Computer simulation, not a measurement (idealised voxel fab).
process module | voxel transistor to metal
cross-section cut | 190 nm wide | cells 5 nm
A cross-section is a grid of square cells, given in bands from the top down. A band is one or more rows of cells.
Each band's line starts with the height of the band's top and of its bottom, in nm. Then come its materials from left to right, each with its width in nm. One material with "throughout" fills the band from edge to edge. "air" is empty space.
Height 0 is the level under which the wafer as received is all one material. The lowest band goes on downwards, as in "0 down".
A width such as "30 to 40" changes by the same amount from each row of cells to the next, from the band's top row to its bottom row.
"no change" after a step means that no cell of the cross-section changed.
closed voids: empty space of 8 cells or more with no open way to the top, each as width x height at its distance from the left edge, in nm
after a step's settings: what the simulator itself notes on the step
overlay nm, on a step with a mask: how far to the right of its planned place the mask lay; to the left if negative
plan
1 op RECEIVE | material Si
2 op OXIDIZE | depth nm 5
3 op CONFORMAL_DEP | material SiN | thk nm 10
4 op MASKED_ETCH | tone cover | mask id ACTIVE | width nm 125 | etch materials SiN | depth nm 10 | overlay nm 0
5 op MASKED_ETCH | tone cover | mask id ACTIVE | width nm 125 | etch materials SiO2 | depth nm 5 | overlay nm 0
6 op MASKED_ETCH | tone cover | mask id ACTIVE | width nm 125 | etch materials Si | depth nm 20 | overlay nm 0
7 op OXIDIZE | depth nm 5
8 op FILL_DEP | material SiO2 | thk nm 5
9 op CMP | height nm 10
10 op SELECTIVE_ETCH | etch materials SiO2 | depth nm 5
11 op STRIP | etch materials SiN
12 op SELECTIVE_ETCH | etch materials SiO2 | depth nm 5
13 op OXIDIZE | depth nm 5
14 op DIRECTIONAL_DEP | material polySi | thk nm 30
15 op DIRECTIONAL_DEP | material SiCN | thk nm 10
16 op MASKED_ETCH | tone cover | mask id GATE | width nm 35 | etch materials SiCN | depth nm 20 | overlay nm 0
17 op MASKED_ETCH | tone cover | mask id GATE | width nm 35 | etch materials polySi | depth nm 40 | overlay nm 0
18 op CONFORMAL_DEP | material SiN | thk nm 5
19 op DIRECTIONAL_ETCH | etch materials SiN | depth nm 5
20 op DIRECTIONAL_ETCH | etch materials SiO2 | depth nm 5
21 op EPI | material pSi | thk nm 5
22 op FILL_DEP | material SiO2 | thk nm 10
23 op CMP | height nm 25
24 op STRIP | etch materials polySi
25 op SELECTIVE_ETCH | etch materials SiO2 | depth nm 5
26 op CONFORMAL_DEP | material HfO2 | thk nm 5
27 op CONFORMAL_DEP | material TiN | thk nm 5
28 op FILL_DEP | material W | thk nm 5
29 op CMP | height nm 20
30 op DIRECTIONAL_DEP | material SiO2 | thk nm 10
31 op MASKED_ETCH | tone open | mask id CONTACT | width nm 20 | pitch nm 85 | etch materials SiO2 | depth nm 35 | overlay nm 0
32 op CONFORMAL_DEP | material TiN | thk nm 5
33 op FILL_DEP | material Ru | thk nm 5
34 op CMP | height nm 30
35 op CONFORMAL_DEP | material SiCN | thk nm 5
36 op DIRECTIONAL_DEP | material SiO2 | thk nm 25
37 op PATTERN | tone open | mask id METAL_1 | material resist | width nm 20 | pitch nm 85 | thk nm 15 | overlay nm 0
38 op DIRECTIONAL_ETCH | etch materials SiO2 | depth nm 25
39 op DIRECTIONAL_ETCH | etch materials SiCN | depth nm 5
40 op STRIP | etch materials resist
41 op CONFORMAL_DEP | material TiN | thk nm 5
42 op FILL_DEP | material Cu | thk nm 5
43 op CMP | height nm 60
44 op EPI | material Ru | thk nm 5
45 op FILL_DEP | material SiCN | thk nm 5
46 op DIRECTIONAL_DEP | material lowk | thk nm 30
47 op PATTERN | tone open | mask id METAL_2_HOLES | material resist | width nm 15 | pitch nm 85 | thk nm 15 | overlay nm 0
48 op DIRECTIONAL_ETCH | etch materials lowk | depth nm 30
49 op STRIP | etch materials resist
50 op PATTERN | tone open | mask id METAL_2 | material resist | width nm 20 | pitch nm 85 | thk nm 15 | overlay nm 0
51 op DIRECTIONAL_ETCH | etch materials lowk | depth nm 20
52 op DIRECTIONAL_ETCH | etch materials SiCN | depth nm 5
53 op STRIP | etch materials resist
54 op CONFORMAL_DEP | material TiN | thk nm 5
55 op FILL_DEP | material Cu | thk nm 5
56 op CMP | height nm 100
57 op CONFORMAL_DEP | material SiN | thk nm 5
as received, after step 1
  0 down: Si throughout
  closed voids: none
first wafer at the end, as planned
  105 to 100: SiN throughout
  100 to 85: lowk 40 | TiN 5 | Cu 10 | TiN 5 | lowk 65 | TiN 5 | Cu 10 | TiN 5 | lowk 45
  85 to 80: lowk 40 | TiN 5 | Cu 5 | TiN 10 | lowk 65 | TiN 5 | Cu 5 | TiN 10 | lowk 45
  80 to 70: lowk 40 | TiN 5 | Cu 5 | TiN 5 | lowk 70 | TiN 5 | Cu 5 | TiN 5 | lowk 50
  70 to 65: SiCN 40 | TiN 15 | SiCN 70 | TiN 15 | SiCN 50
  65 to 60: SiCN 35 | Ru 30 | SiCN 55 | Ru 30 | SiCN 40
  60 to 35: SiO2 40 | TiN 5 | Cu 10 | TiN 5 | SiO2 65 | TiN 5 | Cu 10 | TiN 5 | SiO2 45
  35 to 30: SiCN 40 | TiN 20 | SiCN 65 | TiN 20 | SiCN 45
  30 to 20: SiO2 40 | TiN 5 | Ru 10 | TiN 5 | SiO2 65 | TiN 5 | Ru 10 | TiN 5 | SiO2 45
  20 to 0: SiO2 40 | TiN 5 | Ru 10 | TiN 5 | SiO2 10 | SiN 5 | HfO2 5 | TiN 5 | W 15 | TiN 5 | HfO2 5 | SiN 5 | SiO2 10 | TiN 5 | Ru 10 | TiN 5 | SiO2 45
  0 to -5: SiO2 25 | SiN 5 | SiO2 10 | TiN 20 | SiO2 10 | SiN 5 | HfO2 5 | TiN 25 | HfO2 5 | SiN 5 | SiO2 10 | TiN 20 | SiO2 10 | SiN 5 | SiO2 30
  -5 to -10: SiO2 30 | pSi 40 | HfO2 45 | pSi 40 | SiO2 35
  -10 to -30: SiO2 35 | Si 115 | SiO2 40
  -30 down: Si throughout
  closed voids: none
second wafer at the end: like start, like plan, one mistake
  105 to 100: SiN throughout
  100 to 85: Cu 50 | TiN 5 | lowk 5 | TiN 5 | Cu 70 | TiN 5 | lowk 5 | TiN 5 | Cu 40
  85 to 80: TiN 45 | Cu 5 | TiN 5 | lowk 5 | TiN 70 | Cu 5 | TiN 5 | lowk 5 | TiN 45
  80 to 75: lowk 40 | TiN 5 | Cu 5 | TiN 5 | lowk 70 | TiN 5 | Cu 5 | TiN 5 | lowk 50
  75 to 70: lowk 40 | TiN 15 | lowk 70 | TiN 15 | lowk 50
  70 to 65: SiCN throughout
  65 to 60: SiCN 35 | Ru 30 | SiCN 55 | Ru 30 | SiCN 40
  60 to 35: SiO2 40 | TiN 5 | Cu 10 | TiN 5 | SiO2 65 | TiN 5 | Cu 10 | TiN 5 | SiO2 45
  35 to 30: SiCN 40 | TiN 20 | SiCN 65 | TiN 20 | SiCN 45
  30 to 20: SiO2 40 | TiN 5 | Ru 10 | TiN 5 | SiO2 65 | TiN 5 | Ru 10 | TiN 5 | SiO2 45
  20 to 0: SiO2 40 | TiN 5 | Ru 10 | TiN 5 | SiO2 10 | SiN 5 | HfO2 5 | TiN 5 | W 15 | TiN 5 | HfO2 5 | SiN 5 | SiO2 10 | TiN 5 | Ru 10 | TiN 5 | SiO2 45
  0 to -5: SiO2 25 | SiN 5 | SiO2 10 | TiN 20 | SiO2 10 | SiN 5 | HfO2 5 | TiN 25 | HfO2 5 | SiN 5 | SiO2 10 | TiN 20 | SiO2 10 | SiN 5 | SiO2 30
  -5 to -10: SiO2 30 | pSi 40 | HfO2 45 | pSi 40 | SiO2 35
  -10 to -30: SiO2 35 | Si 115 | SiO2 40
  -30 down: Si throughout
  closed voids: none
what went wrong: step 50 ran as: op PATTERN | tone cover | mask id METAL_2 | material resist | width nm 20 | pitch nm 85 | thk nm 15 | overlay nm 0
at the end the second wafer has, in cells: 82 more of Cu | 6 more of SiCN | 24 more of TiN | 112 fewer of lowk
